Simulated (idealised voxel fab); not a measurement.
The following process module bears the name voxel lift off.
The figure presents cross-section cut, which has a width of 295 nm and is divided into square cells with an edge length of 5 nm.
A cross-section is written here as square cells arranged in a grid, and it is given in bands from the top down, each band taking up one or more rows of cells.
Look at the band entry: it leads with the top's height and the bottom's height in nm. Then it lists the materials left to right, with a width in nm for each. The word "edge to edge" on a single material says that material fills the band edge to edge. The word "empty" is empty space.
Heights are reckoned from 0. Under this level, the received wafer is all of one material. The bottommost band is open-ended downward, for example "0 -> down".
Per-row width for "30 to 40": begins at first number (top row of band), ends at second number (bottom row), increment between rows held constant.
Take "nothing was modified" at face value: in the step it is given for, the cross-section changed in none of its cells.
"Trapped voids" - sealed voids, min. 8 cells, no opening to top; format: width x height at distance (distance from left edge; nm throughout).
The remark found on a step's line after its settings is issued by the simulator itself and pertains to that step.
"overlay nm", when on a step's line for a step with a mask, measures how far to the right of its planned place the mask lay; a negative measure means to the left.
[Set out below are the planned steps of the process]
1: RECEIVE | material Si
2: CONFORMAL_DEP | material SiN | thk nm 5
3: PATTERN | tone open | mask id LINES | material resist | width nm 25 | pitch nm 55 | thk nm 30 | overlay nm 0
4: DIRECTIONAL_DEP | material Ru | thk nm 15
5: STRIP | etch materials resist
6: CONFORMAL_DEP | material SiN | thk nm 10
[Shown in cross-section is the wafer as received, that is, as it stands after step 1]
  0 -> down: Si edge to edge
  Trapped voids: none
[The module was run from the start shown above using the plan shown above, but one mistake was made doing it; the resulting wafer cross-section is below]
  30 -> 20: 35 empty / 220 SiN / 40 empty
  20 -> 15: 35 empty / 10 SiN / 35 Ru / 20 SiN / 35 Ru / 20 SiN / 35 Ru / 20 SiN / 35 Ru / 10 SiN / 40 empty
  15 -> 5: 45 SiN / 35 Ru / 20 SiN / 35 Ru / 20 SiN / 35 Ru / 20 SiN / 35 Ru / 50 SiN
  5 -> 0: SiN edge to edge
  0 -> down: Si edge to edge
  Trapped voids: none
Here's what went sideways: step 3 ran as: PATTERN | tone open | mask id LINES | material resist | width nm 35 | pitch nm 55 | thk nm 30 | overlay nm 0
